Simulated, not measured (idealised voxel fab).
Process module name: voxel double patterning
Cross-section cut: width 155 nm, square cells of 5 nm.
Heads up, the way a cross-section reads in here is a grid of square cells, handed over as bands from the top down, with every band being one or more rows of cells. Basically the band line says how high the top is and how high the bottom is, in nm, and then what's in it from left to right, every material with its width in nm. Empty space shows up as "blank", and if a single material carries "everywhere" it runs the full band edge to edge. For the purposes of this specification, 0 denotes the height below which the wafer in its as-received condition is composed wholly of one material, and the lowermost band, lacking a lower limit, extends downward without end, as expressed in "0 -> down". Width "30->40": first value at the band's top row of cells, second value at its bottom row, equal change from row to row. Any step labelled "no alterations made" changed none of the cells in the cross-section. Under "Enclosed cavity list" you'll find the enclosed gaps, the ones with no way out to the top, that are 8 cells or bigger; each reads width x height at distance, with distance counted from the left edge, everything in nm. That trailing text on a step's line, after the settings, is the simulator's own remark on the step. overlay nm: step with mask; distance mask lay right of planned place; negative value = left of planned place.
**plan**
- 1: RECEIVE with material Si
- 2: CONFORMAL_DEP with material SiO2, thk nm 10
- 3: DIRECTIONAL_DEP with material polySi, thk nm 15
- 4: DIRECTIONAL_DEP with material SiCN, thk nm 10
- 5: MASKED_ETCH with tone open, mask id FIRST, width nm 15, pitch nm 50, etch materials SiCN, depth nm 10, overlay nm 0
- 6: MASKED_ETCH with tone open, mask id SECOND, width nm 15, pitch nm 50, etch materials SiCN, depth nm 10, overlay nm -15
- 7: DIRECTIONAL_ETCH with etch materials polySi, depth nm 15
- 8: STRIP with etch materials SiCN
Quick note for whoever runs this: the wafers start identical, but the overlay nm at step 6 isn't the same across them. The plan just shows what the first wafer had.
**The first of several wafers as received, shown in cross-section; this is its state after step 1**
> 0 -> down  Si everywhere
> Enclosed cavity list: none
**Last step of the module is step 8; after it, the first of several wafers in cross-section**
> 25 -> 10  20 nm polySi / 25 nm blank / 25 nm polySi / 25 nm blank / 25 nm polySi / 15 nm blank / 20 nm polySi
> 10 -> 0  SiO2 everywhere
> 0 -> down  Si everywhere
> Enclosed cavity list: none
**End of module: cross-section, last of several wafers**
> 25 -> 10  20 nm polySi / 15 nm blank / 25 nm polySi / 25 nm blank / 25 nm polySi / 25 nm blank / 20 nm polySi
> 10 -> 0  SiO2 everywhere
> 0 -> down  Si everywhere
> Enclosed cavity list: none
**Where each wafer stands at the end of the module, a row apiece: cells of each material gained (+) or lost (-) since it was received, then closed voids**
overlay nm -15; +62 SiO2; +54 polySi; Enclosed cavity list: none
overlay nm -10; +62 SiO2; +48 polySi; Enclosed cavity list: none
overlay nm -5; +62 SiO2; +48 polySi; Enclosed cavity list: none
overlay nm 0; +62 SiO2; +48 polySi; Enclosed cavity list: none
overlay nm 5; +62 SiO2; +48 polySi; Enclosed cavity list: none
overlay nm 10; +62 SiO2; +48 polySi; Enclosed cavity list: none
overlay nm 15; +62 SiO2; +54 polySi; Enclosed cavity list: none
